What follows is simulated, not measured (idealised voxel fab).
Process module name: voxel capacitor over wiring
In the cross-section labelled cut, the width is 225 nm and each square cell is 5 nm.
Cross-section format: a grid of square cells, given as bands from top to bottom; each band is one or more rows of cells.
The band entry comprises the height of the band's top followed by the height of its bottom, expressed in nm, and subsequently the band's materials from left to right, each stated together with its width in nm. Where a single material is marked with the word "all across", that material fills the band from edge to edge. The word "empty" represents empty space.
Measure heights from 0. That's the level where, below it, the as-received wafer is all one material. The lowest band is bottomless and extends downward; write it as in "0 and below".
Read "30..40" as a graded width: first number on top, second number at the bottom, same change between each pair of neighbouring rows.
You'll sometimes find "nothing was modified" written for a step, and that's the way of saying that nowhere in the cross-section did a cell change during that step.
"Completely enclosed voids": sealed empty spaces, 8 cells or more, no open way to top, listed width x height at distance, with distance from the left edge and width, height and distance in nm.
Formally, on a step line, whatever follows the settings is a remark that the simulator itself makes on the step.
overlay nm: mask right of planned place by this much (step with mask). Neg. = left.
### Set out below are the planned steps of the process
step 1: RECEIVE (material Si)
step 2: CONFORMAL_DEP (material SiO2; thk nm 15)
step 3: CONFORMAL_DEP (material SiN; thk nm 5)
step 4: DIRECTIONAL_DEP (material SiO2; thk nm 15)
step 5: DIRECTIONAL_DEP (material aC; thk nm 10)
step 6: PATTERN (tone open; mask id METAL_1; material resist; width nm 20; pitch nm 90; thk nm 25; overlay nm 0)
step 7: DIRECTIONAL_ETCH (etch materials aC; depth nm 10)
step 8: STRIP (etch materials resist)
step 9: DIRECTIONAL_ETCH (etch materials SiO2; depth nm 15)
step 10: DIRECTIONAL_ETCH (etch materials SiN; depth nm 5)
step 11: STRIP (etch materials aC)
step 12: CONFORMAL_DEP (material TiN; thk nm 5)
step 13: FILL_DEP (material Cu; thk nm 10)
step 14: CMP (height nm 35)
step 15: EPI (material Ru; thk nm 5)
step 16: FILL_DEP (material SiCN; thk nm 5)
step 17: DIRECTIONAL_DEP (material SiO2; thk nm 20)
step 18: PATTERN (tone open; mask id PLUG_1; material resist; width nm 15; thk nm 15; overlay nm 0)
step 19: DIRECTIONAL_ETCH (etch materials SiO2; depth nm 20)
step 20: DIRECTIONAL_ETCH (etch materials SiCN; depth nm 5)
step 21: STRIP (etch materials resist)
step 22: EPI (material Ru; thk nm 10)
step 23: EPI (material Ru; thk nm 10)
step 24: EPI (material Ru; thk nm 5)
step 25: DIRECTIONAL_DEP (material TiN; thk nm 10)
step 26: DIRECTIONAL_DEP (material SiN; thk nm 5)
step 27: DIRECTIONAL_DEP (material TiN; thk nm 5)
step 28: MASKED_ETCH (tone cover; mask id UPPER_PLATE; width nm 75; etch materials TiN; depth nm 5; overlay nm 0)
step 29: MASKED_ETCH (tone cover; mask id UPPER_PLATE; width nm 75; etch materials SiN; depth nm 5; overlay nm 0)
step 30: PATTERN (tone cover; mask id LOWER_PLATE; material resist; width nm 75; thk nm 15; overlay nm 0)
step 31: DIRECTIONAL_ETCH (etch materials TiN; depth nm 10)
step 32: STRIP (etch materials resist)
step 33: FILL_DEP (material SiO2; thk nm 20)
step 34: CMP (height nm 100)
step 35: MASKED_ETCH (tone open; mask id PLUG_2; width nm 15; etch materials SiO2; depth nm 15; overlay nm 0)
step 36: CONFORMAL_DEP (material TiN; thk nm 5)
step 37: FILL_DEP (material Cu; thk nm 5)
step 38: CMP (height nm 100)
step 39: CONFORMAL_DEP (material SiCN; thk nm 5)
For clarity, it should be stated that the wafers under discussion commence in an identical condition and differ with respect to the width nm of step 30, the plan indicating the value that the first wafer had.
### Received wafers, first of several: cross-section after step 1
	0 and below  Si all across
	Completely enclosed voids: none
### Here is how to read the rows: every wafer has a row, and it shows the wafer at the end of the module, giving for each material how many cells were gained (+) or lost (-) since the wafer was received, then listing its closed voids
width nm 75 | +14 Cu | +27 Ru | +120 SiCN | +52 SiN | +660 SiO2 | +72 TiN | Completely enclosed voids: none
width nm 80 | +14 Cu | +27 Ru | +120 SiCN | +52 SiN | +658 SiO2 | +74 TiN | Completely enclosed voids: none
width nm 85 | +14 Cu | +27 Ru | +120 SiCN | +52 SiN | +656 SiO2 | +76 TiN | Completely enclosed voids: none
width nm 90 | +14 Cu | +27 Ru | +120 SiCN | +52 SiN | +654 SiO2 | +78 TiN | Completely enclosed voids: none
width nm 95 | +14 Cu | +27 Ru | +120 SiCN | +52 SiN | +652 SiO2 | +80 TiN | Completely enclosed voids: none
width nm 100 | +14 Cu | +27 Ru | +120 SiCN | +52 SiN | +650 SiO2 | +82 TiN | Completely enclosed voids: none
